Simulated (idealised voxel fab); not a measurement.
Proc. module: voxel capacitor over wiring
Pictured: cross-section cut, 255 nm wide, on a grid of 5 nm square cells.
Cross-section format: a grid of square cells, given as bands from top to bottom; each band is one or more rows of cells.
The band entry comprises the height of the band's top followed by the height of its bottom, expressed in nm, and subsequently the band's materials from left to right, each stated together with its width in nm. Where a single material is marked with the word "everywhere", that material fills the band from edge to edge. The word "empty" represents empty space.
Heights are measured from 0, the level below which the as-received wafer is all one material; the lowest band has no bottom and continues downward, written as in "0 -> down".
Width spec "30 to 40" -> top row of cells at first value, bottom row at second value, equal per-row change in between.
"no modification" means the step left every cell of the cross-section as it was.
In the "Completely sealed voids" entry, you get each enclosed empty space of 8 cells or more, one with no open way to the top, written width x height at distance, distance from the left edge, in nm.
Read whatever lies past the settings on a step's line as the simulator's own remark about the step.
If you see "overlay nm" on a step's line and that step has a mask, it's telling you how far right of where it was planned the mask ended up; a negative number means it went left instead.

# This section lists the process steps that were planned
1 RECEIVE: material Si
2 CONFORMAL_DEP: material SiO2, thk nm 10
3 CONFORMAL_DEP: material SiCN, thk nm 5
4 DIRECTIONAL_DEP: material lowk, thk nm 20
5 DIRECTIONAL_DEP: material aC, thk nm 10
6 PATTERN: tone open, mask id METAL_1, material resist, width nm 30, pitch nm 80, thk nm 25, overlay nm 0
7 DIRECTIONAL_ETCH: etch materials aC, depth nm 10
8 STRIP: etch materials resist
9 DIRECTIONAL_ETCH: etch materials lowk, depth nm 20
10 DIRECTIONAL_ETCH: etch materials SiCN, depth nm 5
11 STRIP: etch materials aC
12 CONFORMAL_DEP: material TiN, thk nm 5
13 FILL_DEP: material Cu, thk nm 5
14 CMP: height nm 35
15 CONFORMAL_DEP: material SiCN, thk nm 5
16 DIRECTIONAL_DEP: material lowk, thk nm 10
17 MASKED_ETCH: tone open, mask id PLUG_1, width nm 15, etch materials lowk, depth nm 10, overlay nm 0
18 MASKED_ETCH: tone open, mask id PLUG_1, width nm 15, etch materials SiCN, depth nm 5, overlay nm 0
19 EPI: material Ru, thk nm 10
20 EPI: material Ru, thk nm 5
21 DIRECTIONAL_DEP: material TiN, thk nm 10
22 DIRECTIONAL_DEP: material Al2O3, thk nm 5
23 DIRECTIONAL_DEP: material TiN, thk nm 10
24 PATTERN: tone cover, mask id UPPER_PLATE, material resist, width nm 55, thk nm 20, overlay nm 0
25 DIRECTIONAL_ETCH: etch materials TiN, depth nm 10
26 DIRECTIONAL_ETCH: etch materials Al2O3, depth nm 5
27 STRIP: etch materials resist
28 MASKED_ETCH: tone cover, mask id LOWER_PLATE, width nm 65, etch materials TiN, depth nm 10, overlay nm 0
29 FILL_DEP: material SiO2, thk nm 15
30 CMP: height nm 85
31 MASKED_ETCH: tone open, mask id PLUG_2, width nm 15, etch materials SiO2, depth nm 10, overlay nm 0
32 CONFORMAL_DEP: material TiN, thk nm 5
33 FILL_DEP: material Ru, thk nm 5
34 CMP: height nm 85
35 CONFORMAL_DEP: material SiN, thk nm 5

# Cross-section of the wafer as it came to us, i.e., already through step 1
    0 -> down | Si everywhere
    Completely sealed voids: none

# Final wafer profile in cross-section after the module, from the same start and plan as above, with one mistake made during processing
    90 -> 85 | SiN everywhere
    85 -> 80 | SiO2=95; TiN=5; Ru=10; TiN=5; SiO2=140
    80 -> 75 | SiO2=95; TiN=20; SiO2=140
    75 -> 65 | SiO2=85; TiN=55; SiO2=115
    65 -> 60 | SiO2=85; Al2O3=55; SiO2=115
    60 -> 50 | SiO2=80; TiN=65; SiO2=110
    50 -> 40 | lowk=85; Ru=15; lowk=155
    40 -> 35 | SiCN=85; Ru=15; SiCN=155
    35 -> 15 | lowk=70; TiN=5; Cu=20; TiN=5; lowk=50; TiN=5; Cu=20; TiN=5; lowk=75
    15 -> 10 | SiCN=70; TiN=30; SiCN=50; TiN=30; SiCN=75
    10 -> 0 | SiO2 everywhere
    0 -> down | Si everywhere
    Completely sealed voids: none
Finding, execution versus plan: not per plan at step 31, really ran MASKED_ETCH: tone open, mask id PLUG_2, width nm 20, etch materials SiO2, depth nm 10, overlay nm 0
